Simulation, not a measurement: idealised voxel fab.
process module | voxel wiring stack
Section cut is 300 nm wide and gridded with 5 nm square cells.
A cross-section is a grid of square cells, given in bands from the top down. A band is one or more rows of cells. Read a band's entry like this: the first values are the height of its top and the height of its bottom in nm, and what follows is the sequence of materials from left to right, each with its width in nm. Note that "air" is empty space, and that a single material marked "everywhere" reaches across the band from edge to edge. Basically, 0 is our baseline, since under it the wafer straight out of the box is all one material. The bottom band has no lower end and keeps on going down, so it looks like "0 and below". Note: "30..40" means the width goes from the first number (top row of the band) to the second number (bottom row) in equal steps per row of cells. Basically "remained unchanged" means that step didn't change any cell in the cross-section. The entry titled "Enclosed void list" provides the empty spaces that have no open way to the top, restricted to those of 8 cells or more. Each is presented as width x height at distance, the distance being measured from the left edge, with all three in nm. The remark found on a step's line after its settings is issued by the simulator itself and pertains to that step. overlay nm: mask right of planned place by this much (step with mask). Neg. = left.

# plan
1 RECEIVE | material Si
2 CONFORMAL_DEP | material SiO2 | thk nm 15
3 CONFORMAL_DEP | material SiCN | thk nm 5
4 DIRECTIONAL_DEP | material lowk | thk nm 15
5 DIRECTIONAL_DEP | material aC | thk nm 10
6 PATTERN | tone open | mask id METAL_1 | material resist | width nm 25 | pitch nm 40 | thk nm 30 | overlay nm 0
7 DIRECTIONAL_ETCH | etch materials aC | depth nm 10
8 STRIP | etch materials resist
9 DIRECTIONAL_ETCH | etch materials lowk | depth nm 15
10 DIRECTIONAL_ETCH | etch materials SiCN | depth nm 5
11 STRIP | etch materials aC
12 CONFORMAL_DEP | material TiN | thk nm 5
13 FILL_DEP | material Ru | thk nm 10
14 CMP | height nm 35
15 EPI | material Ru | thk nm 5
16 FILL_DEP | material SiCN | thk nm 5
17 DIRECTIONAL_DEP | material lowk | thk nm 15
18 DIRECTIONAL_DEP | material aC | thk nm 10
19 PATTERN | tone open | mask id PLUG_1 | material resist | width nm 15 | pitch nm 40 | thk nm 25 | overlay nm 0
20 DIRECTIONAL_ETCH | etch materials aC | depth nm 10
21 STRIP | etch materials resist
22 DIRECTIONAL_ETCH | etch materials lowk | depth nm 15
23 DIRECTIONAL_ETCH | etch materials SiCN | depth nm 5
24 STRIP | etch materials aC
25 EPI | material Ru | thk nm 10
26 EPI | material Ru | thk nm 10
27 DIRECTIONAL_DEP | material TiN | thk nm 5
28 DIRECTIONAL_DEP | material W | thk nm 20
29 PATTERN | tone cover | mask id METAL_2 | material resist | width nm 25 | pitch nm 40 | thk nm 15 | overlay nm 0
30 DIRECTIONAL_ETCH | etch materials W | depth nm 20
31 DIRECTIONAL_ETCH | etch materials TiN | depth nm 5
32 STRIP | etch materials resist
33 FILL_DEP | material SiO2 | thk nm 5
34 CMP | height nm 85
35 CONFORMAL_DEP | material SiCN | thk nm 5
36 DIRECTIONAL_DEP | material SiO2 | thk nm 35
37 DIRECTIONAL_DEP | material aC | thk nm 15
38 PATTERN | tone open | mask id METAL_3 | material resist | width nm 25 | pitch nm 40 | thk nm 35 | overlay nm 0
39 DIRECTIONAL_ETCH | etch materials aC | depth nm 15
40 STRIP | etch materials resist
41 DIRECTIONAL_ETCH | etch materials SiO2 | depth nm 20
42 STRIP | etch materials aC
43 PATTERN | tone open | mask id METAL_3_HOLES | material resist | width nm 15 | thk nm 15 | overlay nm 0
44 DIRECTIONAL_ETCH | etch materials SiO2 | depth nm 15
45 DIRECTIONAL_ETCH | etch materials SiCN | depth nm 5
46 STRIP | etch materials resist
47 CONFORMAL_DEP | material TiN | thk nm 5
48 FILL_DEP | material Ru | thk nm 10
49 CMP | height nm 125
50 CONFORMAL_DEP | material SiCN | thk nm 5
51 DIRECTIONAL_DEP | material lowk | thk nm 25
52 PATTERN | tone open | mask id METAL_4_HOLES | material resist | width nm 15 | pitch nm 40 | thk nm 20 | overlay nm 0
53 DIRECTIONAL_ETCH | etch materials lowk | depth nm 25
54 STRIP | etch materials resist
55 PATTERN | tone open | mask id METAL_4 | material resist | width nm 25 | pitch nm 40 | thk nm 20 | overlay nm 0
56 DIRECTIONAL_ETCH | etch materials lowk | depth nm 15
57 DIRECTIONAL_ETCH | etch materials SiCN | depth nm 5
58 STRIP | etch materials resist
59 CONFORMAL_DEP | material TiN | thk nm 5
60 FILL_DEP | material Cu | thk nm 5
61 CMP | height nm 155
62 CONFORMAL_DEP | material SiCN | thk nm 5

# The first of the two wafers, which ran as planned

# Cross-sectional view of the wafer in its as-received condition, corresponding to the state after step 1
- 0 and below: Si everywhere
- Enclosed void list: none

# You're looking at a cross-section of the wafer after step 2
- 15 down to 0: SiO2 everywhere
- below 0: unchanged

# You're looking at a cross-section of the wafer after step 3
- 20 down to 15: SiCN everywhere
- below 15: unchanged

# You're looking at a cross-section of the wafer after step 4
- 35 down to 20: lowk everywhere
- below 20: unchanged

# You're looking at a cross-section of the wafer after step 5
- 45 down to 35: aC everywhere
- below 35: unchanged

# You're looking at a cross-section of the wafer after step 6
- 75 down to 45: resist: 115 | air: 25 | resist: 15 | air: 25 | resist: 120
- below 45: unchanged

# You're looking at a cross-section of the wafer after step 7
- 65 down to 45: resist: 115 | air: 25 | resist: 15 | air: 25 | resist: 120
- 45 down to 35: aC: 115 | air: 25 | aC: 15 | air: 25 | aC: 120
- below 35: unchanged

# You're looking at a cross-section of the wafer after step 8
- 45 down to 35: aC: 115 | air: 25 | aC: 15 | air: 25 | aC: 120
- below 35: unchanged

# You're looking at a cross-section of the wafer after step 9
- 45 down to 35: aC: 115 | air: 25 | aC: 15 | air: 25 | aC: 120
- 35 down to 20: lowk: 115 | air: 25 | lowk: 15 | air: 25 | lowk: 120
- below 20: unchanged

# You're looking at a cross-section of the wafer after step 10
- 45 down to 35: aC: 115 | air: 25 | aC: 15 | air: 25 | aC: 120
- 35 down to 20: lowk: 115 | air: 25 | lowk: 15 | air: 25 | lowk: 120
- 20 down to 15: SiCN: 115 | air: 25 | SiCN: 15 | air: 25 | SiCN: 120
- below 15: unchanged

# You're looking at a cross-section of the wafer after step 11
- 35 down to 20: lowk: 115 | air: 25 | lowk: 15 | air: 25 | lowk: 120
- below 20: unchanged

# You're looking at a cross-section of the wafer after step 12
- 40 down to 35: TiN: 120 | air: 15 | TiN: 25 | air: 15 | TiN: 125
- 35 down to 20: lowk: 115 | TiN: 5 | air: 15 | TiN: 5 | lowk: 15 | TiN: 5 | air: 15 | TiN: 5 | lowk: 120
- 20 down to 15: SiCN: 115 | TiN: 25 | SiCN: 15 | TiN: 25 | SiCN: 120
- below 15: unchanged

# You're looking at a cross-section of the wafer after step 13
- 50 down to 40: Ru everywhere
- 40 down to 35: TiN: 120 | Ru: 15 | TiN: 25 | Ru: 15 | TiN: 125
- 35 down to 20: lowk: 115 | TiN: 5 | Ru: 15 | TiN: 5 | lowk: 15 | TiN: 5 | Ru: 15 | TiN: 5 | lowk: 120
- below 20: unchanged

# You're looking at a cross-section of the wafer after step 14
- 35 down to 20: lowk: 115 | TiN: 5 | Ru: 15 | TiN: 5 | lowk: 15 | TiN: 5 | Ru: 15 | TiN: 5 | lowk: 120
- below 20: unchanged

# You're looking at a cross-section of the wafer after step 15
- 40 down to 35: air: 110 | Ru: 35 | air: 5 | Ru: 35 | air: 115
- below 35: unchanged

# You're looking at a cross-section of the wafer after step 16
- 45 down to 40: SiCN everywhere
- 40 down to 35: SiCN: 110 | Ru: 35 | SiCN: 5 | Ru: 35 | SiCN: 115
- below 35: unchanged

# You're looking at a cross-section of the wafer after step 17
- 60 down to 45: lowk everywhere
- below 45: unchanged

# You're looking at a cross-section of the wafer after step 18
- 70 down to 60: aC everywhere
- below 60: unchanged

# You're looking at a cross-section of the wafer after step 19
- 95 down to 70: resist: 115 | air: 15 | resist: 25 | air: 15 | resist: 130
- below 70: unchanged

# You're looking at a cross-section of the wafer after step 20
- 85 down to 70: resist: 115 | air: 15 | resist: 25 | air: 15 | resist: 130
- 70 down to 60: aC: 115 | air: 15 | aC: 25 | air: 15 | aC: 130
- below 60: unchanged

# You're looking at a cross-section of the wafer after step 21
- 70 down to 60: aC: 115 | air: 15 | aC: 25 | air: 15 | aC: 130
- below 60: unchanged

# You're looking at a cross-section of the wafer after step 22
- 70 down to 60: aC: 115 | air: 15 | aC: 25 | air: 15 | aC: 130
- 60 down to 45: lowk: 115 | air: 15 | lowk: 25 | air: 15 | lowk: 130
- below 45: unchanged

# You're looking at a cross-section of the wafer after step 23
- 70 down to 60: aC: 115 | air: 15 | aC: 25 | air: 15 | aC: 130
- 60 down to 45: lowk: 115 | air: 15 | lowk: 25 | air: 15 | lowk: 130
- 45 down to 40: SiCN: 115 | air: 15 | SiCN: 25 | air: 15 | SiCN: 130
- below 40: unchanged

# You're looking at a cross-section of the wafer after step 24
- 60 down to 45: lowk: 115 | air: 15 | lowk: 25 | air: 15 | lowk: 130
- below 45: unchanged

# You're looking at a cross-section of the wafer after step 25
- 60 down to 50: lowk: 115 | air: 15 | lowk: 25 | air: 15 | lowk: 130
- 50 down to 45: lowk: 115 | Ru: 15 | lowk: 25 | Ru: 15 | lowk: 130
- 45 down to 35: SiCN: 115..110 | Ru: 15..35 | SiCN: 25..5 | Ru: 15..35 | SiCN: 130..115
- below 35: unchanged

# You're looking at a cross-section of the wafer after step 26
- 60 down to 45: lowk: 115 | Ru: 15 | lowk: 25 | Ru: 15 | lowk: 130
- below 45: unchanged

# You're looking at a cross-section of the wafer after step 27
- 65 down to 60: TiN everywhere
- below 60: unchanged

# You're looking at a cross-section of the wafer after step 28
- 85 down to 65: W everywhere
- below 65: unchanged

# You're looking at a cross-section of the wafer after step 29
- 100 down to 85: air: 115 | resist: 25 | air: 15 | resist: 25 | air: 120
- below 85: unchanged

# You're looking at a cross-section of the wafer after step 30
- 100 down to 85: air: 115 | resist: 25 | air: 15 | resist: 25 | air: 120
- 85 down to 65: air: 115 | W: 25 | air: 15 | W: 25 | air: 120
- below 65: unchanged

# You're looking at a cross-section of the wafer after step 31
- 100 down to 85: air: 115 | resist: 25 | air: 15 | resist: 25 | air: 120
- 85 down to 65: air: 115 | W: 25 | air: 15 | W: 25 | air: 120
- 65 down to 60: air: 115 | TiN: 25 | air: 15 | TiN: 25 | air: 120
- below 60: unchanged

# You're looking at a cross-section of the wafer after step 32
- 85 down to 65: air: 115 | W: 25 | air: 15 | W: 25 | air: 120
- below 65: unchanged

# You're looking at a cross-section of the wafer after step 33
- 90 down to 85: SiO2 everywhere
- 85 down to 65: SiO2: 115 | W: 25 | SiO2: 15 | W: 25 | SiO2: 120
- 65 down to 60: SiO2: 115 | TiN: 25 | SiO2: 15 | TiN: 25 | SiO2: 120
- below 60: unchanged

# You're looking at a cross-section of the wafer after step 34
- 85 down to 65: SiO2: 115 | W: 25 | SiO2: 15 | W: 25 | SiO2: 120
- below 65: unchanged

# You're looking at a cross-section of the wafer after step 35
- 90 down to 85: SiCN everywhere
- below 85: unchanged

# You're looking at a cross-section of the wafer after step 36
- 125 down to 90: SiO2 everywhere
- below 90: unchanged

# You're looking at a cross-section of the wafer after step 37
- 140 down to 125: aC everywhere
- below 125: unchanged

# You're looking at a cross-section of the wafer after step 38
- 175 down to 140: resist: 115 | air: 25 | resist: 15 | air: 25 | resist: 120
- below 140: unchanged

# You're looking at a cross-section of the wafer after step 39
- 160 down to 140: resist: 115 | air: 25 | resist: 15 | air: 25 | resist: 120
- 140 down to 125: aC: 115 | air: 25 | aC: 15 | air: 25 | aC: 120
- below 125: unchanged

# You're looking at a cross-section of the wafer after step 40
- 140 down to 125: aC: 115 | air: 25 | aC: 15 | air: 25 | aC: 120
- below 125: unchanged

# You're looking at a cross-section of the wafer after step 41
- 140 down to 125: aC: 115 | air: 25 | aC: 15 | air: 25 | aC: 120
- 125 down to 105: SiO2: 115 | air: 25 | SiO2: 15 | air: 25 | SiO2: 120
- below 105: unchanged

# You're looking at a cross-section of the wafer after step 42
- 125 down to 105: SiO2: 115 | air: 25 | SiO2: 15 | air: 25 | SiO2: 120
- below 105: unchanged

# You're looking at a cross-section of the wafer after step 43
- 140 down to 125: resist: 115 | air: 15 | resist: 170
- 125 down to 105: SiO2: 115 | air: 15 | resist: 10 | SiO2: 15 | resist: 25 | SiO2: 120
- below 105: unchanged

# You're looking at a cross-section of the wafer after step 44
- 140 down to 125: resist: 115 | air: 15 | resist: 170
- 125 down to 105: SiO2: 115 | air: 15 | resist: 10 | SiO2: 15 | resist: 25 | SiO2: 120
- 105 down to 90: SiO2: 115 | air: 15 | SiO2: 170
- below 90: unchanged

# You're looking at a cross-section of the wafer after step 45
- 140 down to 125: resist: 115 | air: 15 | resist: 170
- 125 down to 105: SiO2: 115 | air: 15 | resist: 10 | SiO2: 15 | resist: 25 | SiO2: 120
- 105 down to 90: SiO2: 115 | air: 15 | SiO2: 170
- 90 down to 85: SiCN: 115 | air: 15 | SiCN: 170
- below 85: unchanged

# You're looking at a cross-section of the wafer after step 46
- 125 down to 105: SiO2: 115 | air: 25 | SiO2: 15 | air: 25 | SiO2: 120
- below 105: unchanged

# You're looking at a cross-section of the wafer after step 47
- 130 down to 125: TiN: 120 | air: 15 | TiN: 25 | air: 15 | TiN: 125
- 125 down to 110: SiO2: 115 | TiN: 5 | air: 15 | TiN: 5 | SiO2: 15 | TiN: 5 | air: 15 | TiN: 5 | SiO2: 120
- 110 down to 105: SiO2: 115 | TiN: 5 | air: 5 | TiN: 15 | SiO2: 15 | TiN: 25 | SiO2: 120
- 105 down to 90: SiO2: 115 | TiN: 5 | air: 5 | TiN: 5 | SiO2: 170
- 90 down to 85: SiCN: 115 | TiN: 15 | SiCN: 170
- below 85: unchanged

# You're looking at a cross-section of the wafer after step 48
- 140 down to 130: Ru everywhere
- 130 down to 125: TiN: 120 | Ru: 15 | TiN: 25 | Ru: 15 | TiN: 125
- 125 down to 110: SiO2: 115 | TiN: 5 | Ru: 15 | TiN: 5 | SiO2: 15 | TiN: 5 | Ru: 15 | TiN: 5 | SiO2: 120
- 110 down to 105: SiO2: 115 | TiN: 5 | Ru: 5 | TiN: 15 | SiO2: 15 | TiN: 25 | SiO2: 120
- 105 down to 90: SiO2: 115 | TiN: 5 | Ru: 5 | TiN: 5 | SiO2: 170
- below 90: unchanged

# You're looking at a cross-section of the wafer after step 49
- 125 down to 110: SiO2: 115 | TiN: 5 | Ru: 15 | TiN: 5 | SiO2: 15 | TiN: 5 | Ru: 15 | TiN: 5 | SiO2: 120
- below 110: unchanged

# You're looking at a cross-section of the wafer after step 50
- 130 down to 125: SiCN everywhere
- below 125: unchanged

# You're looking at a cross-section of the wafer after step 51
- 155 down to 130: lowk everywhere
- below 130: unchanged

# You're looking at a cross-section of the wafer after step 52
- 175 down to 155: resist: 115 | air: 15 | resist: 25 | air: 15 | resist: 130
- below 155: unchanged

# You're looking at a cross-section of the wafer after step 53
- 175 down to 155: resist: 115 | air: 15 | resist: 25 | air: 15 | resist: 130
- 155 down to 130: lowk: 115 | air: 15 | lowk: 25 | air: 15 | lowk: 130
- below 130: unchanged

# You're looking at a cross-section of the wafer after step 54
- 155 down to 130: lowk: 115 | air: 15 | lowk: 25 | air: 15 | lowk: 130
- below 130: unchanged

# You're looking at a cross-section of the wafer after step 55
- 175 down to 155: resist: 115 | air: 25 | resist: 15 | air: 25 | resist: 120
- below 155: unchanged

# You're looking at a cross-section of the wafer after step 56
- 175 down to 155: resist: 115 | air: 25 | resist: 15 | air: 25 | resist: 120
- 155 down to 140: lowk: 115 | air: 25 | lowk: 15 | air: 25 | lowk: 120
- below 140: unchanged

# You're looking at a cross-section of the wafer after step 57
- 175 down to 155: resist: 115 | air: 25 | resist: 15 | air: 25 | resist: 120
- 155 down to 140: lowk: 115 | air: 25 | lowk: 15 | air: 25 | lowk: 120
- 140 down to 130: lowk: 115 | air: 15 | lowk: 25 | air: 15 | lowk: 130
- 130 down to 125: SiCN: 115 | air: 15 | SiCN: 25 | air: 15 | SiCN: 130
- below 125: unchanged

# You're looking at a cross-section of the wafer after step 58
- 155 down to 140: lowk: 115 | air: 25 | lowk: 15 | air: 25 | lowk: 120
- below 140: unchanged

# You're looking at a cross-section of the wafer after step 59
- 160 down to 155: TiN: 120 | air: 15 | TiN: 25 | air: 15 | TiN: 125
- 155 down to 145: lowk: 115 | TiN: 5 | air: 15 | TiN: 5 | lowk: 15 | TiN: 5 | air: 15 | TiN: 5 | lowk: 120
- 145 down to 140: lowk: 115 | TiN: 5 | air: 5 | TiN: 15 | lowk: 15 | TiN: 5 | air: 5 | TiN: 15 | lowk: 120
- 140 down to 130: lowk: 115 | TiN: 5 | air: 5 | TiN: 5 | lowk: 25 | TiN: 5 | air: 5 | TiN: 5 | lowk: 130
- 130 down to 125: SiCN: 115 | TiN: 15 | SiCN: 25 | TiN: 15 | SiCN: 130
- below 125: unchanged

# You're looking at a cross-section of the wafer after step 60
- 165 down to 160: Cu everywhere
- 160 down to 155: TiN: 120 | Cu: 15 | TiN: 25 | Cu: 15 | TiN: 125
- 155 down to 145: lowk: 115 | TiN: 5 | Cu: 15 | TiN: 5 | lowk: 15 | TiN: 5 | Cu: 15 | TiN: 5 | lowk: 120
- 145 down to 140: lowk: 115 | TiN: 5 | Cu: 5 | TiN: 15 | lowk: 15 | TiN: 5 | Cu: 5 | TiN: 15 | lowk: 120
- 140 down to 130: lowk: 115 | TiN: 5 | Cu: 5 | TiN: 5 | lowk: 25 | TiN: 5 | Cu: 5 | TiN: 5 | lowk: 130
- below 130: unchanged

# You're looking at a cross-section of the wafer after step 61
- 155 down to 145: lowk: 115 | TiN: 5 | Cu: 15 | TiN: 5 | lowk: 15 | TiN: 5 | Cu: 15 | TiN: 5 | lowk: 120
- below 145: unchanged

# You're looking at a cross-section of the wafer after step 62
- 160 down to 155: SiCN everywhere
- below 155: unchanged

# The second wafer: identical to the first at the outset and in its planned sequence, differing only in that one mistake was made during processing; up to and including step 37, its path is the first wafer's path

# Here is the second wafer in cross-section at the point where step 38 of the plan should have been done
- 175 down to 140: resist: 110 | air: 25 | resist: 15 | air: 25 | resist: 125
- below 140: unchanged

# Here is the second wafer in cross-section at the point where step 39 of the plan should have been done
- 160 down to 140: resist: 110 | air: 25 | resist: 15 | air: 25 | resist: 125
- 140 down to 125: aC: 110 | air: 25 | aC: 15 | air: 25 | aC: 125
- below 125: unchanged

# Here is the second wafer in cross-section at the point where step 40 of the plan should have been done
- 140 down to 125: aC: 110 | air: 25 | aC: 15 | air: 25 | aC: 125
- below 125: unchanged

# Here is the second wafer in cross-section at the point where step 41 of the plan should have been done
- 140 down to 125: aC: 110 | air: 25 | aC: 15 | air: 25 | aC: 125
- 125 down to 105: SiO2: 110 | air: 25 | SiO2: 15 | air: 25 | SiO2: 125
- below 105: unchanged

# Here is the second wafer in cross-section at the point where step 42 of the plan should have been done
- 125 down to 105: SiO2: 110 | air: 25 | SiO2: 15 | air: 25 | SiO2: 125
- below 105: unchanged

# Here is the second wafer in cross-section at the point where step 43 of the plan should have been done
- 140 down to 125: resist: 115 | air: 15 | resist: 170
- 125 down to 105: SiO2: 110 | resist: 5 | air: 15 | resist: 5 | SiO2: 15 | resist: 25 | SiO2: 125
- below 105: unchanged

# Here is the second wafer in cross-section at the point where step 44 of the plan should have been done
- 140 down to 125: resist: 115 | air: 15 | resist: 170
- 125 down to 105: SiO2: 110 | resist: 5 | air: 15 | resist: 5 | SiO2: 15 | resist: 25 | SiO2: 125
- 105 down to 90: SiO2: 115 | air: 15 | SiO2: 170
- below 90: unchanged

# Here is the second wafer in cross-section at the point where step 45 of the plan should have been done
- 140 down to 125: resist: 115 | air: 15 | resist: 170
- 125 down to 105: SiO2: 110 | resist: 5 | air: 15 | resist: 5 | SiO2: 15 | resist: 25 | SiO2: 125
- 105 down to 90: SiO2: 115 | air: 15 | SiO2: 170
- 90 down to 85: SiCN: 115 | air: 15 | SiCN: 170
- below 85: unchanged

# Here is the second wafer in cross-section at the point where step 46 of the plan should have been done
- 125 down to 105: SiO2: 110 | air: 25 | SiO2: 15 | air: 25 | SiO2: 125
- below 105: unchanged

# Here is the second wafer in cross-section at the point where step 47 of the plan should have been done
- 130 down to 125: TiN: 115 | air: 15 | TiN: 25 | air: 15 | TiN: 130
- 125 down to 110: SiO2: 110 | TiN: 5 | air: 15 | TiN: 5 | SiO2: 15 | TiN: 5 | air: 15 | TiN: 5 | SiO2: 125
- 110 down to 105: SiO2: 110 | TiN: 10 | air: 5 | TiN: 10 | SiO2: 15 | TiN: 25 | SiO2: 125
- 105 down to 90: SiO2: 115 | TiN: 5 | air: 5 | TiN: 5 | SiO2: 170
- 90 down to 85: SiCN: 115 | TiN: 15 | SiCN: 170
- below 85: unchanged

# Here is the second wafer in cross-section at the point where step 48 of the plan should have been done
- 140 down to 130: Ru everywhere
- 130 down to 125: TiN: 115 | Ru: 15 | TiN: 25 | Ru: 15 | TiN: 130
- 125 down to 110: SiO2: 110 | TiN: 5 | Ru: 15 | TiN: 5 | SiO2: 15 | TiN: 5 | Ru: 15 | TiN: 5 | SiO2: 125
- 110 down to 105: SiO2: 110 | TiN: 10 | Ru: 5 | TiN: 10 | SiO2: 15 | TiN: 25 | SiO2: 125
- 105 down to 90: SiO2: 115 | TiN: 5 | Ru: 5 | TiN: 5 | SiO2: 170
- below 90: unchanged

# Here is the second wafer in cross-section at the point where step 49 of the plan should have been done
- 125 down to 110: SiO2: 110 | TiN: 5 | Ru: 15 | TiN: 5 | SiO2: 15 | TiN: 5 | Ru: 15 | TiN: 5 | SiO2: 125
- below 110: unchanged

# Here is the second wafer in cross-section at the point where step 50 of the plan should have been done
- 130 down to 125: SiCN everywhere
- below 125: unchanged

# Here is the second wafer in cross-section at the point where step 51 of the plan should have been done
- 155 down to 130: lowk everywhere
- below 130: unchanged

# Here is the second wafer in cross-section at the point where step 52 of the plan should have been done
- 175 down to 155: resist: 115 | air: 15 | resist: 25 | air: 15 | resist: 130
- below 155: unchanged

# Here is the second wafer in cross-section at the point where step 53 of the plan should have been done
- 175 down to 155: resist: 115 | air: 15 | resist: 25 | air: 15 | resist: 130
- 155 down to 130: lowk: 115 | air: 15 | lowk: 25 | air: 15 | lowk: 130
- below 130: unchanged

# Here is the second wafer in cross-section at the point where step 54 of the plan should have been done
- 155 down to 130: lowk: 115 | air: 15 | lowk: 25 | air: 15 | lowk: 130
- below 130: unchanged

# Here is the second wafer in cross-section at the point where step 55 of the plan should have been done
- 175 down to 155: resist: 115 | air: 25 | resist: 15 | air: 25 | resist: 120
- below 155: unchanged

# Here is the second wafer in cross-section at the point where step 56 of the plan should have been done
- 175 down to 155: resist: 115 | air: 25 | resist: 15 | air: 25 | resist: 120
- 155 down to 140: lowk: 115 | air: 25 | lowk: 15 | air: 25 | lowk: 120
- below 140: unchanged

# Here is the second wafer in cross-section at the point where step 57 of the plan should have been done
- 175 down to 155: resist: 115 | air: 25 | resist: 15 | air: 25 | resist: 120
- 155 down to 140: lowk: 115 | air: 25 | lowk: 15 | air: 25 | lowk: 120
- 140 down to 130: lowk: 115 | air: 15 | lowk: 25 | air: 15 | lowk: 130
- 130 down to 125: SiCN: 115 | air: 15 | SiCN: 25 | air: 15 | SiCN: 130
- below 125: unchanged

# Here is the second wafer in cross-section at the point where step 58 of the plan should have been done
- 155 down to 140: lowk: 115 | air: 25 | lowk: 15 | air: 25 | lowk: 120
- below 140: unchanged

# Here is the second wafer in cross-section at the point where step 59 of the plan should have been done
- 160 down to 155: TiN: 120 | air: 15 | TiN: 25 | air: 15 | TiN: 125
- 155 down to 145: lowk: 115 | TiN: 5 | air: 15 | TiN: 5 | lowk: 15 | TiN: 5 | air: 15 | TiN: 5 | lowk: 120
- 145 down to 140: lowk: 115 | TiN: 5 | air: 5 | TiN: 15 | lowk: 15 | TiN: 5 | air: 5 | TiN: 15 | lowk: 120
- 140 down to 130: lowk: 115 | TiN: 5 | air: 5 | TiN: 5 | lowk: 25 | TiN: 5 | air: 5 | TiN: 5 | lowk: 130
- 130 down to 125: SiCN: 115 | TiN: 15 | SiCN: 25 | TiN: 15 | SiCN: 130
- below 125: unchanged

# Here is the second wafer in cross-section at the point where step 60 of the plan should have been done
- 165 down to 160: Cu everywhere
- 160 down to 155: TiN: 120 | Cu: 15 | TiN: 25 | Cu: 15 | TiN: 125
- 155 down to 145: lowk: 115 | TiN: 5 | Cu: 15 | TiN: 5 | lowk: 15 | TiN: 5 | Cu: 15 | TiN: 5 | lowk: 120
- 145 down to 140: lowk: 115 | TiN: 5 | Cu: 5 | TiN: 15 | lowk: 15 | TiN: 5 | Cu: 5 | TiN: 15 | lowk: 120
- 140 down to 130: lowk: 115 | TiN: 5 | Cu: 5 | TiN: 5 | lowk: 25 | TiN: 5 | Cu: 5 | TiN: 5 | lowk: 130
- below 130: unchanged

# Here is the second wafer in cross-section at the point where step 61 of the plan should have been done
- 155 down to 145: lowk: 115 | TiN: 5 | Cu: 15 | TiN: 5 | lowk: 15 | TiN: 5 | Cu: 15 | TiN: 5 | lowk: 120
- below 145: unchanged

# Here is the second wafer in cross-section at the point where step 62 of the plan should have been done
- 160 down to 155: SiCN everywhere
- below 155: unchanged
Heads up, the wafer didn't run the way we planned it: step 38 deviated from plan and actually ran as PATTERN | tone open | mask id METAL_3 | material resist | width nm 25 | pitch nm 40 | thk nm 35 | overlay nm -5
Matching per-material cell counts, mismatched positions: that is how the second wafer compares with the first at the end.
